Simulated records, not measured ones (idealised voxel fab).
process module | voxel fin reveal
Displayed cross-section: cut, width of 170 nm, square cells sized 5 nm.
This document writes a cross-section as a grid whose cells are square, and gives it as bands, listed from the top down; one or more rows of cells form a band.
Heights first: top, then bottom, in nm. Then materials, left to right, each with a width in nm. "edge to edge" on a single material: fills the band edge to edge. "air": empty space.
Zero point of the height axis is 0; under it, received wafer = one material. Lowest band: continues down indefinitely, "z 0 and below".
Width: "30 to 40" (first number = top row, second number = bottom row, same change from row to row of cells).
The designation "remained unchanged", where it is given for a processing step, indicates that no cell of the cross-section was altered in the course of that step.
Any empty space of 8 cells or more lacking an open way to the top shows up in "Non-vented voids" as width x height at distance, distance from the left edge, in nm.
Where a step's line continues beyond its settings, the continuation is a remark by the simulator itself on that step.
If you see "overlay nm" on a step's line and that step has a mask, it's telling you how far right of where it was planned the mask ended up; a negative number means it went left instead.
List of planned process steps
step 1: RECEIVE [material Si]
step 2: CONFORMAL_DEP [material SiN] [thk nm 5]
step 3: MASKED_ETCH [tone cover] [mask id FINS] [width nm 15] [pitch nm 35] [etch materials SiN] [depth nm 5] [overlay nm 0]
step 4: MASKED_ETCH [tone cover] [mask id FINS] [width nm 15] [pitch nm 35] [etch materials Si] [depth nm 30] [overlay nm 0]
step 5: OXIDIZE [depth nm 5]
step 6: FILL_DEP [material SiO2] [thk nm 5]
step 7: CMP [height nm 5]
step 8: SELECTIVE_ETCH [etch materials SiO2] [depth nm 20]
step 9: STRIP [etch materials SiN]
step 10: CONFORMAL_DEP [material SiO2] [thk nm 5]
Shown in cross-section is the wafer as received, that is, as it stands after step 1
* z 0 and below  Si edge to edge
* Non-vented voids: none
Cross-section taken at module completion on the first of two wafers; processed per the plan
* z 5 to 0  25 air / 15 SiO2 / 20 air / 15 SiO2 / 20 air / 15 SiO2 / 20 air / 15 SiO2 / 25 air
* z 0 to -10  25 air / 5 SiO2 / 5 Si / 5 SiO2 / 20 air / 5 SiO2 / 5 Si / 5 SiO2 / 20 air / 5 SiO2 / 5 Si / 5 SiO2 / 20 air / 5 SiO2 / 5 Si / 5 SiO2 / 25 air
* z -10 to -35  30 SiO2 / 5 Si / 30 SiO2 / 5 Si / 30 SiO2 / 5 Si / 30 SiO2 / 5 Si / 30 SiO2
* z -35 and below  Si edge to edge
* Non-vented voids: none
Second of two wafers, module complete, sectioned: it shares the first wafer's start and plan but was run with one mistake
* z 5 to 0  25 air / 15 SiO2 / 20 air / 15 SiO2 / 20 air / 15 SiO2 / 20 air / 15 SiO2 / 25 air
* z 0 to -20  25 air / 5 SiO2 / 5 Si / 5 SiO2 / 20 air / 5 SiO2 / 5 Si / 5 SiO2 / 20 air / 5 SiO2 / 5 Si / 5 SiO2 / 20 air / 5 SiO2 / 5 Si / 5 SiO2 / 25 air
* z -20 to -35  30 SiO2 / 5 Si / 30 SiO2 / 5 Si / 30 SiO2 / 5 Si / 30 SiO2 / 5 Si / 30 SiO2
* z -35 and below  Si edge to edge
* Non-vented voids: none
The plan and the run diverged here: step 8 ran as: SELECTIVE_ETCH [etch materials SiO2] [depth nm 30]
End of process, cell counts, second wafer against first, materials with more or fewer: 44 fewer of SiO2
